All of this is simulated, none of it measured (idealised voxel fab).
Process module under the name voxel quadruple lines
Square cells of 5 nm make up the cross-section cut, whose width is 265 nm.
If you're reading a cross-section in this doc, picture square cells in a grid; it comes to you as bands, top ones listed first down to the bottom, and a band can be one or more rows of cells. Heads up on the band format: heights come first, top then bottom, in nm. After that it's the materials left to right, each with its width in nm. A single material flagged "edge to edge" fills the whole band edge to edge, and "blank" means there's empty space there. Heads up on the height convention: 0 is the point under which the incoming wafer is all one material, and the lowest band has no bottom, it just keeps going down, like "z 0 and below". With a width like "30..40", each row of cells in the band differs from the next by the same amount, the top row carrying the first number and the bottom row the second. It should be understood that the words "no modification", when stated for a given step, signify that the cross-section underwent no change in any of its cells during that step. "Fully sealed voids": sealed empty spaces, 8 cells or more, no open way to top, listed width x height at distance, with distance from the left edge and width, height and distance in nm. Note: text after step settings on the step line = simulator remark on that step. "overlay nm", when on a step's line for a step with a mask, measures how far to the right of its planned place the mask lay; a negative measure means to the left.

## Planned process steps
1: RECEIVE,material Si
2: CONFORMAL_DEP,material Al2O3,thk nm 5
3: DIRECTIONAL_DEP,material Ru,thk nm 15
4: DIRECTIONAL_DEP,material polySi,thk nm 20
5: DIRECTIONAL_DEP,material aC,thk nm 20
6: PATTERN,tone cover,mask id MANDREL,material resist,width nm 20,thk nm 25,overlay nm 0
7: DIRECTIONAL_ETCH,etch materials aC,depth nm 20
8: STRIP,etch materials resist
9: CONFORMAL_DEP,material SiO2,thk nm 10
10: DIRECTIONAL_ETCH,etch materials SiO2,depth nm 10
11: STRIP,etch materials aC
12: DIRECTIONAL_ETCH,etch materials polySi,depth nm 20
13: STRIP,etch materials SiO2
14: CONFORMAL_DEP,material SiN,thk nm 5
15: DIRECTIONAL_ETCH,etch materials SiN,depth nm 5
16: STRIP,etch materials polySi
17: DIRECTIONAL_ETCH,etch materials Ru,depth nm 15
18: STRIP,etch materials SiN

## Shown in cross-section is the wafer as received, that is, as it stands after step 1
z 0 and below: Si edge to edge
Fully sealed voids: none

## Final wafer profile in cross-section after the module, from the same start and plan as above, with one mistake made during processing
z 20 to 5: 105 nm blank | 5 nm Ru | 10 nm blank | 5 nm Ru | 15 nm blank | 5 nm Ru | 10 nm blank | 5 nm Ru | 105 nm blank
z 5 to 0: Al2O3 edge to edge
z 0 and below: Si edge to edge
Fully sealed voids: none
So what did we get wrong on this run? off-plan run, step 6, actual operation and settings PATTERN,tone cover,mask id MANDREL,material resist,width nm 25,thk nm 25,overlay nm 0
